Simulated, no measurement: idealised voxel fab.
This is a process module. Its name is voxel spacer lines.
Cross-section cut: width 230 nm, square cells of 5 nm.
The cross-sections in this document take the form of a grid made of square cells. They are written out as bands, in order from top to bottom. Each band consists of one or more rows of cells.
Per band: top height and bottom height in nm, followed by the left-to-right materials and their widths in nm; "all across" marks a single material spanning edge to edge, "blank" marks empty space.
Zero point of the height axis is 0; under it, received wafer = one material. Lowest band: continues down indefinitely, "from 0 down".
It should be noted that a width expressed as "30 to 40" varies in equal increments from row to row of cells within the band, taking the value of the first number at the top row and that of the second number at the bottom row.
No cell of the cross-section changed in a step that is given as "everything unchanged".
"Enclosed void listing" specifies each empty space that is not open to the top and that occupies no fewer than 8 cells, using the form width x height at distance, the distance measured from the left edge and all three quantities in nm.
Heads up: the bit after the settings on a step's line is the simulator's remark on that step.
The optional step-line setting "overlay nm" applies to steps with a mask and quantifies how far to the right of its planned location the mask lay, a negative value indicating leftward placement.

# Planned step list for the process
1. op RECEIVE | material Si
2. op CONFORMAL_DEP | material SiO2 | thk nm 5
3. op DIRECTIONAL_DEP | material polySi | thk nm 10
4. op DIRECTIONAL_DEP | material aC | thk nm 20
5. op PATTERN | tone cover | mask id MANDREL | material resist | width nm 20 | pitch nm 70 | thk nm 25 | overlay nm 0
6. op DIRECTIONAL_ETCH | etch materials aC | depth nm 20
7. op STRIP | etch materials resist
8. op CONFORMAL_DEP | material SiN | thk nm 15
9. op DIRECTIONAL_ETCH | etch materials SiN | depth nm 15
10. op STRIP | etch materials aC
11. op DIRECTIONAL_ETCH | etch materials polySi | depth nm 10
12. op STRIP | etch materials SiN
13. op FILL_DEP | material lowk | thk nm 10
14. op CMP | height nm 15

# Wafer, first of two, run as planned

# Delivered wafer in cross-section: state after step 1
	from 0 down  Si all across
	Enclosed void listing: none

# The wafer in cross-section once step 2 is complete
	from 5 to 0  SiO2 all across
	Under 0: no change, same as before.

# The wafer in cross-section once step 3 is complete
	from 15 to 5  polySi all across
	Under 5: no change, same as before.

# The wafer in cross-section once step 4 is complete
	from 35 to 15  aC all across
	Under 15: no change, same as before.

# The wafer in cross-section once step 5 is complete
	from 60 to 35  70 of blank, 20 of resist, 50 of blank, 20 of resist, 70 of blank
	Under 35: no change, same as before.

# The wafer in cross-section once step 6 is complete
	from 40 to 35  70 of blank, 20 of resist, 50 of blank, 20 of resist, 70 of blank
	from 35 to 15  70 of blank, 20 of aC, 50 of blank, 20 of aC, 70 of blank
	Under 15: no change, same as before.

# The wafer in cross-section once step 7 is complete
	from 35 to 15  70 of blank, 20 of aC, 50 of blank, 20 of aC, 70 of blank
	Under 15: no change, same as before.

# The wafer in cross-section once step 8 is complete
	from 50 to 35  55 of blank, 50 of SiN, 20 of blank, 50 of SiN, 55 of blank
	from 35 to 30  55 of blank, 15 of SiN, 20 of aC, 15 of SiN, 20 of blank, 15 of SiN, 20 of aC, 15 of SiN, 55 of blank
	from 30 to 15  70 of SiN, 20 of aC, 50 of SiN, 20 of aC, 70 of SiN
	Under 15: no change, same as before.

# The wafer in cross-section once step 9 is complete
	from 35 to 15  55 of blank, 15 of SiN, 20 of aC, 15 of SiN, 20 of blank, 15 of SiN, 20 of aC, 15 of SiN, 55 of blank
	Under 15: no change, same as before.

# The wafer in cross-section once step 10 is complete
	from 35 to 15  55 of blank, 15 of SiN, 20 of blank, 15 of SiN, 20 of blank, 15 of SiN, 20 of blank, 15 of SiN, 55 of blank
	Under 15: no change, same as before.

# The wafer in cross-section once step 11 is complete
	from 35 to 15  55 of blank, 15 of SiN, 20 of blank, 15 of SiN, 20 of blank, 15 of SiN, 20 of blank, 15 of SiN, 55 of blank
	from 15 to 5  55 of blank, 15 of polySi, 20 of blank, 15 of polySi, 20 of blank, 15 of polySi, 20 of blank, 15 of polySi, 55 of blank
	Under 5: no change, same as before.

# The wafer in cross-section once step 12 is complete
	from 15 to 5  55 of blank, 15 of polySi, 20 of blank, 15 of polySi, 20 of blank, 15 of polySi, 20 of blank, 15 of polySi, 55 of blank
	Under 5: no change, same as before.

# The wafer in cross-section once step 13 is complete
	from 25 to 15  lowk all across
	from 15 to 5  55 of lowk, 15 of polySi, 20 of lowk, 15 of polySi, 20 of lowk, 15 of polySi, 20 of lowk, 15 of polySi, 55 of lowk
	Under 5: no change, same as before.

# The wafer in cross-section once step 14 is complete
	from 15 to 5  55 of lowk, 15 of polySi, 20 of lowk, 15 of polySi, 20 of lowk, 15 of polySi, 20 of lowk, 15 of polySi, 55 of lowk
	Under 5: no change, same as before.

# The second wafer: identical to the first at the outset and in its planned sequence, differing only in that one mistake was made during processing; up to and including step 1, its path is the first wafer's path

Cross-section: second wafer, time at which step 2 was scheduled to end: everything unchanged

# Cross-section: second wafer, time at which step 3 was scheduled to end
	from 10 to 0  polySi all across
	Under 0: no change, same as before.

# Cross-section: second wafer, time at which step 4 was scheduled to end
	from 30 to 10  aC all across
	Under 10: no change, same as before.

# Cross-section: second wafer, time at which step 5 was scheduled to end
	from 55 to 30  70 of blank, 20 of resist, 50 of blank, 20 of resist, 70 of blank
	Under 30: no change, same as before.

# Cross-section: second wafer, time at which step 6 was scheduled to end
	from 35 to 30  70 of blank, 20 of resist, 50 of blank, 20 of resist, 70 of blank
	from 30 to 10  70 of blank, 20 of aC, 50 of blank, 20 of aC, 70 of blank
	Under 10: no change, same as before.

# Cross-section: second wafer, time at which step 7 was scheduled to end
	from 30 to 10  70 of blank, 20 of aC, 50 of blank, 20 of aC, 70 of blank
	Under 10: no change, same as before.

# Cross-section: second wafer, time at which step 8 was scheduled to end
	from 45 to 30  55 of blank, 50 of SiN, 20 of blank, 50 of SiN, 55 of blank
	from 30 to 25  55 of blank, 15 of SiN, 20 of aC, 15 of SiN, 20 of blank, 15 of SiN, 20 of aC, 15 of SiN, 55 of blank
	from 25 to 10  70 of SiN, 20 of aC, 50 of SiN, 20 of aC, 70 of SiN
	Under 10: no change, same as before.

# Cross-section: second wafer, time at which step 9 was scheduled to end
	from 30 to 10  55 of blank, 15 of SiN, 20 of aC, 15 of SiN, 20 of blank, 15 of SiN, 20 of aC, 15 of SiN, 55 of blank
	Under 10: no change, same as before.

# Cross-section: second wafer, time at which step 10 was scheduled to end
	from 30 to 10  55 of blank, 15 of SiN, 20 of blank, 15 of SiN, 20 of blank, 15 of SiN, 20 of blank, 15 of SiN, 55 of blank
	Under 10: no change, same as before.

# Cross-section: second wafer, time at which step 11 was scheduled to end
	from 30 to 10  55 of blank, 15 of SiN, 20 of blank, 15 of SiN, 20 of blank, 15 of SiN, 20 of blank, 15 of SiN, 55 of blank
	from 10 to 0  55 of blank, 15 of polySi, 20 of blank, 15 of polySi, 20 of blank, 15 of polySi, 20 of blank, 15 of polySi, 55 of blank
	Under 0: no change, same as before.

# Cross-section: second wafer, time at which step 12 was scheduled to end
	from 10 to 0  55 of blank, 15 of polySi, 20 of blank, 15 of polySi, 20 of blank, 15 of polySi, 20 of blank, 15 of polySi, 55 of blank
	Under 0: no change, same as before.

# Cross-section: second wafer, time at which step 13 was scheduled to end
	from 20 to 10  lowk all across
	from 10 to 0  55 of lowk, 15 of polySi, 20 of lowk, 15 of polySi, 20 of lowk, 15 of polySi, 20 of lowk, 15 of polySi, 55 of lowk
	Under 0: no change, same as before.

# Cross-section: second wafer, time at which step 14 was scheduled to end
	from 15 to 10  lowk all across
	Under 10: no change, same as before.
It is concluded that the wafer was processed incorrectly with respect to the plan, in that plan step 2 was not performed, having been skipped
In the final state, the cell counts of the second wafer exceed or fall short of those of the first for the following materials: SiO2: 46 fewer; lowk: 46 more
